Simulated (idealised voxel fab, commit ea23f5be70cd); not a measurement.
process module | voxel transistor to metal
cross-section cut | 160 nm wide | cells 5 nm
A cross-section is a grid of square cells, given in bands from the top down. A band is one or more rows of cells.
Each band's line starts with the height of the band's top and of its bottom, in nm. Then come its materials from left to right, each with its width in nm. One material with "throughout" fills the band from edge to edge. "air" is empty space.
Height 0 is the level under which the wafer as received is all one material. The lowest band goes on downwards, as in "0 down".
A width such as "30 to 40" changes by the same amount from each row of cells to the next, from the band's top row to its bottom row.
"no change" after a step means that no cell of the cross-section changed.
closed voids: empty space of 8 cells or more with no open way to the top, each as width x height at its distance from the left edge, in nm
after a step's settings: what the simulator itself notes on the step
overlay nm, on a step with a mask: how far to the right of its planned place the mask lay; to the left if negative
plan
1 op RECEIVE | material Si
2 op OXIDIZE | depth nm 5
3 op CONFORMAL_DEP | material SiN | thk nm 10
4 op MASKED_ETCH | tone cover | mask id ACTIVE | width nm 110 | etch materials SiN | depth nm 10 | overlay nm 0
5 op MASKED_ETCH | tone cover | mask id ACTIVE | width nm 110 | etch materials SiO2 | depth nm 5 | overlay nm 0
6 op MASKED_ETCH | tone cover | mask id ACTIVE | width nm 110 | etch materials Si | depth nm 25 | overlay nm 0
7 op FILL_DEP | material SiO2 | thk nm 5
8 op CMP | height nm 10
9 op SELECTIVE_ETCH | etch materials SiO2 | depth nm 5
10 op STRIP | etch materials SiN
11 op SELECTIVE_ETCH | etch materials SiO2 | depth nm 5
12 op OXIDIZE | depth nm 5
13 op DIRECTIONAL_DEP | material polySi | thk nm 20
14 op DIRECTIONAL_DEP | material SiCN | thk nm 15
15 op PATTERN | tone cover | mask id GATE | material resist | width nm 30 | thk nm 15 | overlay nm 0
16 op DIRECTIONAL_ETCH | etch materials SiCN | depth nm 25
17 op DIRECTIONAL_ETCH | etch materials polySi | depth nm 30
18 op STRIP | etch materials resist
19 op CONFORMAL_DEP | material SiO2 | thk nm 5
20 op DIRECTIONAL_ETCH | etch materials SiO2 | depth nm 5
21 op CONFORMAL_DEP | material SiN | thk nm 10
22 op DIRECTIONAL_ETCH | etch materials SiN | depth nm 10
23 op DIRECTIONAL_ETCH | etch materials SiO2 | depth nm 5
24 op EPI | material nSi | thk nm 5
25 op FILL_DEP | material SiO2 | thk nm 5
26 op CMP | height nm 15
27 op STRIP | etch materials polySi
28 op SELECTIVE_ETCH | etch materials SiO2 | depth nm 5
29 op CONFORMAL_DEP | material HfO2 | thk nm 5
30 op CONFORMAL_DEP | material TiN | thk nm 5
31 op FILL_DEP | material W | thk nm 5
32 op CMP | height nm 10
33 op DIRECTIONAL_DEP | material SiO2 | thk nm 10
34 op MASKED_ETCH | tone open | mask id CONTACT | width nm 20 | pitch nm 80 | etch materials SiO2 | depth nm 25 | overlay nm 0
35 op CONFORMAL_DEP | material TiN | thk nm 5
36 op FILL_DEP | material W | thk nm 10
37 op CMP | height nm 20
38 op DIRECTIONAL_DEP | material TiN | thk nm 5
39 op DIRECTIONAL_DEP | material W | thk nm 25
40 op MASKED_ETCH | tone cover | mask id METAL_1 | width nm 20 | pitch nm 80 | etch materials W | depth nm 25 | overlay nm 0
41 op MASKED_ETCH | tone cover | mask id METAL_1 | width nm 20 | pitch nm 80 | etch materials TiN | depth nm 5 | overlay nm 0
42 op CONFORMAL_DEP | material SiCN | thk nm 5
43 op FILL_DEP | material lowk | thk nm 10
44 op CMP | height nm 50
45 op CONFORMAL_DEP | material SiCN | thk nm 5
as received, after step 1
  0 down: Si throughout
  closed voids: none
a wafer at the end: this start, this plan, one mistake
  55 to 50: SiCN throughout
  50 to 30: lowk 20 | SiCN 5 | W 20 | SiCN 5 | lowk 50 | SiCN 5 | W 20 | SiCN 5 | lowk 30
  30 to 25: lowk 20 | SiCN 5 | W 20 | SiCN 10 | lowk 45 | SiCN 5 | W 20 | SiCN 10 | lowk 25
  25 to 20: SiCN 25 | TiN 25 | SiCN 55 | TiN 25 | SiCN 30
  20 to 10: SiO2 30 | TiN 5 | W 10 | TiN 5 | SiO2 60 | TiN 5 | W 10 | TiN 5 | SiO2 30
  10 to 0: SiO2 30 | TiN 5 to 10 | W 10 to 5 | TiN 5 | SiN 10 | HfO2 5 | TiN 5 | W 20 | TiN 5 | HfO2 5 | SiN 10 | TiN 5 | W 10 to 5 | TiN 5 to 10 | SiO2 30
  0 to -5: SiO2 25 | SiN 10 | TiN 15 | SiN 10 | HfO2 5 | TiN 30 | HfO2 5 | SiN 10 | TiN 15 | SiN 10 | SiO2 25
  -5 to -10: SiO2 35 | nSi 15 | SiO2 10 | HfO2 40 | SiO2 10 | nSi 15 | SiO2 35
  -10 to -30: SiO2 25 | Si 110 | SiO2 25
  -30 down: Si throughout
  closed voids: none
what went wrong: step 40 ran as: op MASKED_ETCH | tone cover | mask id METAL_1 | width nm 20 | pitch nm 80 | etch materials W | depth nm 25 | overlay nm -5
